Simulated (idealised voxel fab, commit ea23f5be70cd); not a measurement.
Name of the process module below: voxel capacitor over wiring
Cross-section cut spans 300 nm and uses square cells 5 nm in size.
Think of the cross-section as a grid of square cells. We describe it in bands, top to bottom, and each band covers one or more rows of those cells.
The band entry comprises the height of the band's top followed by the height of its bottom, expressed in nm, and subsequently the band's materials from left to right, each stated together with its width in nm. Where a single material is marked with the word "throughout", that material fills the band from edge to edge. The word "blank" represents empty space.
Height datum 0, below which the as-received substrate wafer is one material. Lowest band open at the bottom, running downward: "0..down".
Width "30..40": first value at the band's top row of cells, second value at its bottom row, equal change from row to row.
"remains unaltered" after a step means that no cell of the cross-section changed.
Closed-off voids of 8+ cells (no open route to the top) go in "Closed internal voids", written width x height at distance from the left edge, in nm.
Anything after a step's settings on that line? It's the simulator's own note about the step.
When a step includes a mask, the "overlay nm" setting on its line states how far to the right of its planned place that mask lay, and negative values state how far to the left.
**The following list gives the planned process steps**
1. RECEIVE | material Si
2. CONFORMAL_DEP | material SiO2 | thk nm 10
3. CONFORMAL_DEP | material SiN | thk nm 5
4. DIRECTIONAL_DEP | material SiO2 | thk nm 25
5. DIRECTIONAL_DEP | material aC | thk nm 10
6. PATTERN | tone open | mask id METAL_1 | material resist | width nm 30 | pitch nm 85 | thk nm 30 | overlay nm 0
7. DIRECTIONAL_ETCH | etch materials aC | depth nm 10
8. STRIP | etch materials resist
9. DIRECTIONAL_ETCH | etch materials SiO2 | depth nm 25
10. DIRECTIONAL_ETCH | etch materials SiN | depth nm 5
11. STRIP | etch materials aC
12. CONFORMAL_DEP | material TiN | thk nm 5
13. FILL_DEP | material Cu | thk nm 10
14. CMP | height nm 40
15. CONFORMAL_DEP | material SiCN | thk nm 5
16. DIRECTIONAL_DEP | material lowk | thk nm 20
17. MASKED_ETCH | tone open | mask id PLUG_1 | width nm 15 | etch materials lowk | depth nm 20 | overlay nm 0
18. MASKED_ETCH | tone open | mask id PLUG_1 | width nm 15 | etch materials SiCN | depth nm 5 | overlay nm 0
19. EPI | material Ru | thk nm 10
20. EPI | material Ru | thk nm 10
21. EPI | material Ru | thk nm 5
22. DIRECTIONAL_DEP | material TiN | thk nm 10
23. DIRECTIONAL_DEP | material SiN | thk nm 5
24. DIRECTIONAL_DEP | material TiN | thk nm 5
25. MASKED_ETCH | tone cover | mask id UPPER_PLATE | width nm 60 | etch materials TiN | depth nm 5 | overlay nm 0
26. MASKED_ETCH | tone cover | mask id UPPER_PLATE | width nm 60 | etch materials SiN | depth nm 5 | overlay nm 0
27. PATTERN | tone cover | mask id LOWER_PLATE | material resist | width nm 70 | thk nm 15 | overlay nm 0
28. DIRECTIONAL_ETCH | etch materials TiN | depth nm 10
29. STRIP | etch materials resist
30. FILL_DEP | material SiO2 | thk nm 15
31. CMP | height nm 95
32. MASKED_ETCH | tone open | mask id PLUG_2 | width nm 15 | etch materials SiO2 | depth nm 10 | overlay nm 0
33. CONFORMAL_DEP | material TiN | thk nm 5
34. FILL_DEP | material W | thk nm 5
35. CMP | height nm 95
36. CONFORMAL_DEP | material SiCN | thk nm 5
**First out of two wafers; run went to plan**
**As-received wafer cross-section (after step 1)**
* 0..down  Si throughout
* Closed internal voids: none
**Cross-section of the wafer after step 2**
* 10..0  SiO2 throughout
* Beneath the level 0, the cross-section is identical to its previous state.
**Cross-section of the wafer after step 3**
* 15..10  SiN throughout
* Beneath the level 10, the cross-section is identical to its previous state.
**Cross-section of the wafer after step 4**
* 40..15  SiO2 throughout
* Beneath the level 15, the cross-section is identical to its previous state.
**Cross-section of the wafer after step 5**
* 50..40  aC throughout
* Beneath the level 40, the cross-section is identical to its previous state.
**Cross-section of the wafer after step 6**
* 80..50  resist 90 / blank 30 / resist 55 / blank 30 / resist 95
* Beneath the level 50, the cross-section is identical to its previous state.
**Cross-section of the wafer after step 7**
* 70..50  resist 90 / blank 30 / resist 55 / blank 30 / resist 95
* 50..40  aC 90 / blank 30 / aC 55 / blank 30 / aC 95
* Beneath the level 40, the cross-section is identical to its previous state.
**Cross-section of the wafer after step 8**
* 50..40  aC 90 / blank 30 / aC 55 / blank 30 / aC 95
* Beneath the level 40, the cross-section is identical to its previous state.
**Cross-section of the wafer after step 9**
* 50..40  aC 90 / blank 30 / aC 55 / blank 30 / aC 95
* 40..15  SiO2 90 / blank 30 / SiO2 55 / blank 30 / SiO2 95
* Beneath the level 15, the cross-section is identical to its previous state.
**Cross-section of the wafer after step 10**
* 50..40  aC 90 / blank 30 / aC 55 / blank 30 / aC 95
* 40..15  SiO2 90 / blank 30 / SiO2 55 / blank 30 / SiO2 95
* 15..10  SiN 90 / blank 30 / SiN 55 / blank 30 / SiN 95
* Beneath the level 10, the cross-section is identical to its previous state.
**Cross-section of the wafer after step 11**
* 40..15  SiO2 90 / blank 30 / SiO2 55 / blank 30 / SiO2 95
* Beneath the level 15, the cross-section is identical to its previous state.
**Cross-section of the wafer after step 12**
* 45..40  TiN 95 / blank 20 / TiN 65 / blank 20 / TiN 100
* 40..15  SiO2 90 / TiN 5 / blank 20 / TiN 5 / SiO2 55 / TiN 5 / blank 20 / TiN 5 / SiO2 95
* 15..10  SiN 90 / TiN 30 / SiN 55 / TiN 30 / SiN 95
* Beneath the level 10, the cross-section is identical to its previous state.
**Cross-section of the wafer after step 13**
* 55..45  Cu throughout
* 45..40  TiN 95 / Cu 20 / TiN 65 / Cu 20 / TiN 100
* 40..15  SiO2 90 / TiN 5 / Cu 20 / TiN 5 / SiO2 55 / TiN 5 / Cu 20 / TiN 5 / SiO2 95
* Beneath the level 15, the cross-section is identical to its previous state.
**Cross-section of the wafer after step 14**
* 40..15  SiO2 90 / TiN 5 / Cu 20 / TiN 5 / SiO2 55 / TiN 5 / Cu 20 / TiN 5 / SiO2 95
* Beneath the level 15, the cross-section is identical to its previous state.
**Cross-section of the wafer after step 15**
* 45..40  SiCN throughout
* Beneath the level 40, the cross-section is identical to its previous state.
**Cross-section of the wafer after step 16**
* 65..45  lowk throughout
* Beneath the level 45, the cross-section is identical to its previous state.
**Cross-section of the wafer after step 17**
* 65..45  lowk 105 / blank 15 / lowk 180
* Beneath the level 45, the cross-section is identical to its previous state.
**Cross-section of the wafer after step 18**
* 65..45  lowk 105 / blank 15 / lowk 180
* 45..40  SiCN 105 / blank 15 / SiCN 180
* Beneath the level 40, the cross-section is identical to its previous state.
**Cross-section of the wafer after step 19**
* 65..50  lowk 105 / blank 15 / lowk 180
* 50..45  lowk 105 / Ru 15 / lowk 180
* 45..40  SiCN 105 / Ru 15 / SiCN 180
* Beneath the level 40, the cross-section is identical to its previous state.
**Cross-section of the wafer after step 20**
* 65..60  lowk 105 / blank 15 / lowk 180
* 60..45  lowk 105 / Ru 15 / lowk 180
* Beneath the level 45, the cross-section is identical to its previous state.
**Cross-section of the wafer after step 21**
* 65..45  lowk 105 / Ru 15 / lowk 180
* Beneath the level 45, the cross-section is identical to its previous state.
**Cross-section of the wafer after step 22**
* 75..65  TiN throughout
* Beneath the level 65, the cross-section is identical to its previous state.
**Cross-section of the wafer after step 23**
* 80..75  SiN throughout
* Beneath the level 75, the cross-section is identical to its previous state.
**Cross-section of the wafer after step 24**
* 85..80  TiN throughout
* Beneath the level 80, the cross-section is identical to its previous state.
**Cross-section of the wafer after step 25**
* 85..80  blank 105 / TiN 60 / blank 135
* Beneath the level 80, the cross-section is identical to its previous state.
**Cross-section of the wafer after step 26**
* 85..80  blank 105 / TiN 60 / blank 135
* 80..75  blank 105 / SiN 60 / blank 135
* Beneath the level 75, the cross-section is identical to its previous state.
**Cross-section of the wafer after step 27**
* 100..85  blank 100 / resist 70 / blank 130
* 85..80  blank 100 / resist 5 / TiN 60 / resist 5 / blank 130
* 80..75  blank 100 / resist 5 / SiN 60 / resist 5 / blank 130
* Beneath the level 75, the cross-section is identical to its previous state.
**Cross-section of the wafer after step 28**
* 100..85  blank 100 / resist 70 / blank 130
* 85..80  blank 100 / resist 5 / TiN 60 / resist 5 / blank 130
* 80..75  blank 100 / resist 5 / SiN 60 / resist 5 / blank 130
* 75..65  blank 100 / TiN 70 / blank 130
* Beneath the level 65, the cross-section is identical to its previous state.
**Cross-section of the wafer after step 29**
* 85..80  blank 105 / TiN 60 / blank 135
* 80..75  blank 105 / SiN 60 / blank 135
* Beneath the level 75, the cross-section is identical to its previous state.
**Cross-section of the wafer after step 30**
* 100..85  SiO2 throughout
* 85..80  SiO2 105 / TiN 60 / SiO2 135
* 80..75  SiO2 105 / SiN 60 / SiO2 135
* 75..65  SiO2 100 / TiN 70 / SiO2 130
* Beneath the level 65, the cross-section is identical to its previous state.
**Cross-section of the wafer after step 31**
* 95..85  SiO2 throughout
* Beneath the level 85, the cross-section is identical to its previous state.
**Cross-section of the wafer after step 32**
* 95..85  SiO2 115 / blank 15 / SiO2 170
* Beneath the level 85, the cross-section is identical to its previous state.
**Cross-section of the wafer after step 33**
* 100..95  TiN 120 / blank 5 / TiN 175
* 95..90  SiO2 115 / TiN 5 / blank 5 / TiN 5 / SiO2 170
* 90..80  SiO2 115..105 / TiN 15..60 / SiO2 170..135
* Beneath the level 80, the cross-section is identical to its previous state.
**Cross-section of the wafer after step 34**
* 105..100  W throughout
* 100..95  TiN 120 / W 5 / TiN 175
* 95..90  SiO2 115 / TiN 5 / W 5 / TiN 5 / SiO2 170
* Beneath the level 90, the cross-section is identical to its previous state.
**Cross-section of the wafer after step 35**
* 95..90  SiO2 115 / TiN 5 / W 5 / TiN 5 / SiO2 170
* Beneath the level 90, the cross-section is identical to its previous state.
**Cross-section of the wafer after step 36**
* 100..95  SiCN throughout
* Beneath the level 95, the cross-section is identical to its previous state.
**Regarding the second of the two wafers: it shared the first wafer's starting condition and process plan, yet one error occurred during its execution. Its history coincides with that of the first wafer up to and including step 31**
**Cross-sectional representation of the second wafer at the time designated in the plan for the completion of step 32**
* 95..85  SiO2 110 / blank 25 / SiO2 165
* Beneath the level 85, the cross-section is identical to its previous state.
**Cross-sectional representation of the second wafer at the time designated in the plan for the completion of step 33**
* 100..95  TiN 115 / blank 15 / TiN 170
* 95..90  SiO2 110 / TiN 5 / blank 15 / TiN 5 / SiO2 165
* 90..80  SiO2 110..105 / TiN 25..60 / SiO2 165..135
* Beneath the level 80, the cross-section is identical to its previous state.
**Cross-sectional representation of the second wafer at the time designated in the plan for the completion of step 34**
* 105..100  W throughout
* 100..95  TiN 115 / W 15 / TiN 170
* 95..90  SiO2 110 / TiN 5 / W 15 / TiN 5 / SiO2 165
* Beneath the level 90, the cross-section is identical to its previous state.
**Cross-sectional representation of the second wafer at the time designated in the plan for the completion of step 35**
* 95..90  SiO2 110 / TiN 5 / W 15 / TiN 5 / SiO2 165
* Beneath the level 90, the cross-section is identical to its previous state.
**Cross-sectional representation of the second wafer at the time designated in the plan for the completion of step 36**
* 100..95  SiCN throughout
* Beneath the level 95, the cross-section is identical to its previous state.
Short version of what went wrong: the process deviated at step 32: the operation and settings actually run there were MASKED_ETCH | tone open | mask id PLUG_2 | width nm 25 | etch materials SiO2 | depth nm 10 | overlay nm 0
At the finish, the second wafer shows more or fewer cells for some materials than the first does: SiO2 -4; TiN +2; W +2
